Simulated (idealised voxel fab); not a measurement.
The following process module bears the name voxel trench capacitor.
Displayed cross-section: cut, width of 285 nm, square cells sized 5 nm.
When this document writes out a cross-section, it uses a grid of square cells and lists it as bands, beginning at the top and moving down, with a band standing for one or more rows of cells. Basically the band line says how high the top is and how high the bottom is, in nm, and then what's in it from left to right, every material with its width in nm. Empty space shows up as "air", and if a single material carries "throughout" it runs the full band edge to edge. Height is counted from the level 0, under which the received wafer is composed throughout of one material. The lowest of the bands is not closed at the bottom but continues downward, in the notation "top 0, no bottom". With a width like "30->40", each row of cells in the band differs from the next by the same amount, the top row carrying the first number and the bottom row the second. It should be understood that the words "stayed the same", when stated for a given step, signify that the cross-section underwent no change in any of its cells during that step. Closed void list: empty space of 8 cells or more with no open way to the top, each as width x height at its distance from the left edge, in nm. On each step's line, the part that comes after the settings is the simulator's own comment on the step. "overlay nm" answers the question of how far to the right of plan the mask lay on a step that has a mask, and when it is negative the answer is to the left.
THE STEPS PLANNED FOR THE PROCESS ARE AS FOLLOWS
1,RECEIVE, material Si
2,CONFORMAL_DEP, material SiN, thk nm 5
3,DIRECTIONAL_DEP, material aC, thk nm 10
4,PATTERN, tone open, mask id TRENCH, material resist, width nm 25, pitch nm 40, thk nm 30, overlay nm 0
5,DIRECTIONAL_ETCH, etch materials aC, depth nm 10
6,STRIP, etch materials resist
7,DIRECTIONAL_ETCH, etch materials SiN, depth nm 5
8,DIRECTIONAL_ETCH, etch materials Si, depth nm 40
9,STRIP, etch materials aC
10,CONFORMAL_DEP, material Al2O3, thk nm 5
11,CONFORMAL_DEP, material TiN, thk nm 5
12,FILL_DEP, material W, thk nm 10
13,CMP, height nm 5
AS RECEIVED, AFTER STEP 1
top 0, no bottom: Si throughout
Closed void list: none
POST-MODULE CROSS-SECTION OF THE FIRST OF TWO WAFERS (RUN PER PLAN)
top 5, bottom 0: 110 of SiN / 5 of Al2O3 / 5 of TiN / 5 of W / 5 of TiN / 5 of Al2O3 / 15 of SiN / 5 of Al2O3 / 5 of TiN / 5 of W / 5 of TiN / 5 of Al2O3 / 110 of SiN
top 0, bottom -30: 110 of Si / 5 of Al2O3 / 5 of TiN / 5 of W / 5 of TiN / 5 of Al2O3 / 15 of Si / 5 of Al2O3 / 5 of TiN / 5 of W / 5 of TiN / 5 of Al2O3 / 110 of Si
top -30, bottom -35: 110 of Si / 5 of Al2O3 / 15 of TiN / 5 of Al2O3 / 15 of Si / 5 of Al2O3 / 15 of TiN / 5 of Al2O3 / 110 of Si
top -35, bottom -40: 110 of Si / 25 of Al2O3 / 15 of Si / 25 of Al2O3 / 110 of Si
top -40, no bottom: Si throughout
Closed void list: none
CROSS-SECTION AT END OF MODULE FOR THE SECOND WAFER OF TWO, WHICH MATCHED THE FIRST IN STARTING POINT AND PLAN AND DIFFERED BY ONE MISTAKE IN ITS PROCESSING
top 5, bottom 0: TiN throughout
top 0, no bottom: Si throughout
Closed void list: none
So what did we get wrong on this run? planned and actual differ for step 2; actual: CONFORMAL_DEP, material TiN, thk nm 5
It is noted that, at the conclusion of processing, the second wafer exhibits a higher or lower cell count for certain materials relative to the first: Al2O3 -42 | Si +80 | SiN -47 | TiN +23 | W -14
